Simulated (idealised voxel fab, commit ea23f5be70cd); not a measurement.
process module | voxel lift off
Displayed cross-section: cut, width of 290 nm, square cells sized 5 nm.
Cross-sections here: square-cell grids, written as top-down lists of bands, a band being one or more rows of cells. Top, bottom (nm), then materials left to right with widths (nm); lone material tagged "everywhere" fills the whole band edge to edge; "air" = empty space. Height reference: 0 = level under which incoming wafer is all one material. Lowest band: no bottom, runs on downward, e.g. "top 0, no bottom". A width given as "30 to 40" starts at the first number in the band's top row and ends at the second number in its bottom row, shifting by an equal amount at every step from row to row. You'll sometimes find "stayed the same" written for a step, and that's the way of saying that nowhere in the cross-section did a cell change during that step. The label "Encapsulated voids" introduces a list of the empty spaces, 8 cells or larger, that have no open way up to the top; each entry in it reads width x height at distance, where the distance is taken from the left edge and all three are stated in nm. The remark found on a step's line after its settings is issued by the simulator itself and pertains to that step. "overlay nm" denotes, for a step that has a mask, the displacement of the mask to the right of its planned place, with negative values corresponding to the left.
[The process steps that were planned are listed below]
1,RECEIVE (material Si)
2,CONFORMAL_DEP (material SiN; thk nm 15)
3,PATTERN (tone open; mask id LINES; material resist; width nm 15; pitch nm 35; thk nm 15; overlay nm 0)
4,DIRECTIONAL_DEP (material Ru; thk nm 5)
5,STRIP (etch materials resist)
6,CONFORMAL_DEP (material SiCN; thk nm 10)
[This is the cross-section of the wafer as we received it, i.e. after step 1]
    top 0, no bottom | Si everywhere
    Encapsulated voids: none
[As-planned run: cross-section of the first of two wafers at end of module]
    top 30, bottom 25 | 75 nm air | 140 nm SiCN | 75 nm air
    top 25, bottom 20 | SiCN everywhere
    top 20, bottom 15 | 85 nm SiCN | 15 nm Ru | 20 nm SiCN | 15 nm Ru | 20 nm SiCN | 15 nm Ru | 20 nm SiCN | 15 nm Ru | 85 nm SiCN
    top 15, bottom 0 | SiN everywhere
    top 0, no bottom | Si everywhere
    Encapsulated voids: none
[second wafer at the end: like start, like plan, one mistake]
    top 30, bottom 25 | 80 nm air | 140 nm SiCN | 70 nm air
    top 25, bottom 20 | SiCN everywhere
    top 20, bottom 15 | 90 nm SiCN | 15 nm Ru | 20 nm SiCN | 15 nm Ru | 20 nm SiCN | 15 nm Ru | 20 nm SiCN | 15 nm Ru | 80 nm SiCN
    top 15, bottom 0 | SiN everywhere
    top 0, no bottom | Si everywhere
    Encapsulated voids: none
It is concluded that the wafer was processed incorrectly with respect to the plan, in that in deviation from the planned setting, step 3 was conducted as PATTERN (tone open; mask id LINES; material resist; width nm 15; pitch nm 35; thk nm 15; overlay nm 5)
When the process is done, the second wafer contains the same cell count of every material as the first wafer, but distributed over other locations.
